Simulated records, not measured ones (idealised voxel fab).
process module | voxel spacer lines
cross-section cut | 250 nm wide | cells 5 nm
A cross-section is a grid of square cells, given in bands from the top down. A band is one or more rows of cells.
Each band's line starts with the height of the band's top and of its bottom, in nm. Then come its materials from left to right, each with its width in nm. One material with "throughout" fills the band from edge to edge. "air" is empty space.
Height 0 is the level under which the wafer as received is all one material. The lowest band goes on downwards, as in "0 down".
A width such as "30 to 40" changes by the same amount from each row of cells to the next, from the band's top row to its bottom row.
"no change" after a step means that no cell of the cross-section changed.
closed voids: empty space of 8 cells or more with no open way to the top, each as width x height at its distance from the left edge, in nm
after a step's settings: what the simulator itself notes on the step
overlay nm, on a step with a mask: how far to the right of its planned place the mask lay; to the left if negative
plan
1 op RECEIVE | material Si
2 op CONFORMAL_DEP | material Al2O3 | thk nm 10
3 op DIRECTIONAL_DEP | material SiN | thk nm 20
4 op DIRECTIONAL_DEP | material aC | thk nm 20
5 op PATTERN | tone cover | mask id MANDREL | material resist | width nm 15 | pitch nm 50 | thk nm 30 | overlay nm 0
6 op DIRECTIONAL_ETCH | etch materials aC | depth nm 20
7 op STRIP | etch materials resist
8 op CONFORMAL_DEP | material SiO2 | thk nm 10
9 op DIRECTIONAL_ETCH | etch materials SiO2 | depth nm 10
10 op STRIP | etch materials aC
11 op DIRECTIONAL_ETCH | etch materials SiN | depth nm 20
12 op STRIP | etch materials SiO2
13 op FILL_DEP | material lowk | thk nm 5
14 op CMP | height nm 30
as received, after step 1
  0 down: Si throughout
  closed voids: none
first wafer at the end, as planned
  30 to 10: lowk 55 | SiN 10 | lowk 15 | SiN 10 | lowk 15 | SiN 10 | lowk 15 | SiN 10 | lowk 15 | SiN 10 | lowk 15 | SiN 10 | lowk 60
  10 to 0: Al2O3 throughout
  0 down: Si throughout
  closed voids: none
second wafer at the end: like start, like plan, one mistake
  30 to 10: aC throughout
  10 to 0: Al2O3 throughout
  0 down: Si throughout
  closed voids: none
what went wrong: steps 3 and 4 were swapped
at the end the second wafer has, in cells: 48 fewer of SiN | 200 more of aC | 152 fewer of lowk
